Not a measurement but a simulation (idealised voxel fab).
Proc. module: voxel fin reveal
Shown is cross-section cut, with a width of 220 nm and square cells of size 5 nm.
How to read a cross-section here: the picture is a grid of square cells, written as bands going from the top down, and any band can span one or more rows of cells. Read a band's entry like this: the first values are the height of its top and the height of its bottom in nm, and what follows is the sequence of materials from left to right, each with its width in nm. Note that "blank" is empty space, and that a single material marked "edge to edge" reaches across the band from edge to edge. For the purposes of this specification, 0 denotes the height below which the wafer in its as-received condition is composed wholly of one material, and the lowermost band, lacking a lower limit, extends downward without end, as expressed in "0 nm and below". A width such as "30..40" changes by the same amount from each row of cells to the next, from the band's top row to its bottom row. Any step labelled "everything unchanged" changed none of the cells in the cross-section. "Sealed void list" contains a list of empty spaces, each no smaller than 8 cells and without an open way to the top, written in the form width x height at distance with the distance from the left edge and all three in nm. after a step's settings: what the simulator itself notes on the step. You can add "overlay nm" to a step's line. For a step with a mask, it describes how far the mask lay to the right of its planned position, and a negative number describes a lay to the left.

STEPS PLANNED FOR THE PROCESS
1 RECEIVE: material Si
2 CONFORMAL_DEP: material SiN, thk nm 10
3 MASKED_ETCH: tone cover, mask id FINS, width nm 15, pitch nm 45, etch materials SiN, depth nm 10, overlay nm 0
4 MASKED_ETCH: tone cover, mask id FINS, width nm 15, pitch nm 45, etch materials Si, depth nm 35, overlay nm 0
5 OXIDIZE: depth nm 5
6 FILL_DEP: material SiO2, thk nm 10
7 CMP: height nm 10
8 SELECTIVE_ETCH: etch materials SiO2, depth nm 25
9 STRIP: etch materials SiN
Keep in mind the plan's value for the depth nm of step 8 comes from the first wafer; the wafers don't share that setting, but they do share the same starting point.

CROSS-SECTION OF THE FIRST OF SEVERAL WAFERS AS RECEIVED (AFTER STEP 1)
* 0 nm and below  Si edge to edge
* Sealed void list: none

PER-WAFER ROWS BELOW. FOR EACH MATERIAL: CELLS GAINED (+) OR LOST (-) SINCE THE WAFER WAS RECEIVED, AS OF END OF MODULE. THEN: CLOSED VOIDS
depth nm 25; -336 Si; +210 SiO2; Sealed void list: none
depth nm 30; -336 Si; +168 SiO2; Sealed void list: none
depth nm 35; -336 Si; +126 SiO2; Sealed void list: none
depth nm 40; -336 Si; +84 SiO2; Sealed void list: none
depth nm 45; -336 Si; +42 SiO2; Sealed void list: none
depth nm 50; -336 Si; Sealed void list: none
